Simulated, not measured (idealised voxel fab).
Documented hereafter: the process module known as voxel double patterning.
cross-section cut | 245 nm wide | cells 5 nm
A cross-section is a grid of square cells, given in bands from the top down. A band is one or more rows of cells.
For a band, the entry starts with two heights in nm, that of the top and then that of the bottom, and carries on with the band's materials in order from left to right, each alongside its width in nm; the word "full width" beside a single material means it fills the band edge to edge, and "empty" means empty space.
For the purposes of this specification, 0 denotes the height below which the wafer in its as-received condition is composed wholly of one material, and the lowermost band, lacking a lower limit, extends downward without end, as expressed in "0 nm and below".
Width "30->40": first value at the band's top row of cells, second value at its bottom row, equal change from row to row.
"remained the same" -> step changed no cross-section cell.
Sealed void list: empty space of 8 cells or more with no open way to the top, each as width x height at its distance from the left edge, in nm
Past the settings on a step's line: simulator remark, on that step.
On any step carrying a mask, the "overlay nm" setting, if present on the step's line, tells how far right of its planned place the mask lay; negative values point to the left.

The process steps that were planned are listed below
1) RECEIVE (material Si)
2) CONFORMAL_DEP (material SiO2; thk nm 10)
3) DIRECTIONAL_DEP (material W; thk nm 15)
4) DIRECTIONAL_DEP (material SiN; thk nm 5)
5) PATTERN (tone open; mask id FIRST; material resist; width nm 15; pitch nm 50; thk nm 20; overlay nm -15)
6) DIRECTIONAL_ETCH (etch materials SiN; depth nm 5)
7) STRIP (etch materials resist)
8) MASKED_ETCH (tone open; mask id SECOND; width nm 15; etch materials SiN; depth nm 5; overlay nm 0)
9) DIRECTIONAL_ETCH (etch materials W; depth nm 15)
10) STRIP (etch materials SiN)
Where the wafers of this document differ is in the overlay nm of step 5; they start out the same, and the plan states the value that applied to the first wafer.

First of several wafers, received after step 1, in cross-section
  0 nm and below  Si full width
  Sealed void list: none

Quick key for the table: a row per wafer, taken at the end of the module. For each material it tells you how many cells the wafer gained (+) or lost (-) since it came in, and the closed voids come after
overlay nm -15 | +98 SiO2 | +123 W | Sealed void list: none
overlay nm -10 | +98 SiO2 | +120 W | Sealed void list: none
overlay nm -5 | +98 SiO2 | +120 W | Sealed void list: none
overlay nm 0 | +98 SiO2 | +120 W | Sealed void list: none
overlay nm 5 | +98 SiO2 | +120 W | Sealed void list: none
overlay nm 10 | +98 SiO2 | +120 W | Sealed void list: none
overlay nm 15 | +98 SiO2 | +123 W | Sealed void list: none
